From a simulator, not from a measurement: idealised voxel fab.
process module | voxel released beams
FYI the section here is cut, 170 nm wide, cells are 5 nm squares.
Cross-sections here: square-cell grids, written as top-down lists of bands, a band being one or more rows of cells. Band: top height; bottom height; in nm. Then, left to right: material with width in nm, for each material. "everywhere": a single material spanning edge to edge. "air": empty space. Height is counted from the level 0, under which the received wafer is composed throughout of one material. The lowest of the bands is not closed at the bottom but continues downward, in the notation "from 0 down". Read "30..40" as a graded width: first number on top, second number at the bottom, same change between each pair of neighbouring rows. For the purposes of this document, the phrase "nothing altered" attached to a step denotes that no cell within the cross-section was modified by that step. Each empty space that has no open way to the top and spans at least 8 cells appears under "Sealed cavities" as width x height at distance, the distance counted from the left edge, all in nm. Read whatever lies past the settings on a step's line as the simulator's own remark about the step. A step line may carry the setting "overlay nm", which, for steps involving a mask, states the distance by which the mask lay to the right of its intended position; negative values denote displacement to the left.
## Below is the list of planned process steps
| 1 | RECEIVE: material Si |
| 2 | CONFORMAL_DEP: material SiN, thk nm 10 |
| 3 | DIRECTIONAL_DEP: material SiO2, thk nm 10 |
| 4 | MASKED_ETCH: tone open, mask id ANCHOR, width nm 45, etch materials SiO2, depth nm 10, overlay nm 0 |
| 5 | CONFORMAL_DEP: material W, thk nm 15 |
| 6 | MASKED_ETCH: tone cover, mask id BEAM, width nm 105, etch materials W, depth nm 15, overlay nm 0 |
| 7 | STRIP: etch materials SiO2 |
## First of two wafers, with the run carried out as planned
## Wafer cross-section on receipt, i.e. after step 1
> from 0 down: Si everywhere
> Sealed cavities: none
## State of the wafer after step 2, shown in cross-section
> from 10 to 0: SiN everywhere
> Under 0: no change, same as before.
## State of the wafer after step 3, shown in cross-section
> from 20 to 10: SiO2 everywhere
> Under 10: no change, same as before.
## State of the wafer after step 4, shown in cross-section
> from 20 to 10: 35 SiO2, then 45 air, then 90 SiO2
> Under 10: no change, same as before.
## State of the wafer after step 5, shown in cross-section
> from 35 to 25: 50 W, then 15 air, then 105 W
> from 25 to 20: W everywhere
> from 20 to 10: 35 SiO2, then 45 W, then 90 SiO2
> Under 10: no change, same as before.
## State of the wafer after step 6, shown in cross-section
> from 35 to 25: 30 air, then 20 W, then 15 air, then 70 W, then 35 air
> from 25 to 20: 30 air, then 105 W, then 35 air
> Under 20: no change, same as before.
## State of the wafer after step 7, shown in cross-section
> from 35 to 25: 30 air, then 20 W, then 15 air, then 70 W, then 35 air
> from 25 to 20: 30 air, then 105 W, then 35 air
> from 20 to 10: 35 air, then 45 W, then 90 air
> Under 10: no change, same as before.
## Wafer two. Identical start, identical plan. One mistake in execution. Identical history through step 5
## Here is the second wafer in cross-section at the point where step 6 of the plan should have been done
> from 35 to 25: 25 air, then 25 W, then 15 air, then 65 W, then 40 air
> from 25 to 20: 25 air, then 105 W, then 40 air
> Under 20: no change, same as before.
## Here is the second wafer in cross-section at the point where step 7 of the plan should have been done
> from 35 to 25: 25 air, then 25 W, then 15 air, then 65 W, then 40 air
> from 25 to 20: 25 air, then 105 W, then 40 air
> from 20 to 10: 35 air, then 45 W, then 90 air
> Under 10: no change, same as before.
Which mistake was made when the wafer was run? step 6 went in with a setting other than planned; the actual run was MASKED_ETCH: tone cover, mask id BEAM, width nm 105, etch materials W, depth nm 15, overlay nm -5
End check, second vs first wafer: material counts in cells match, positions do not.
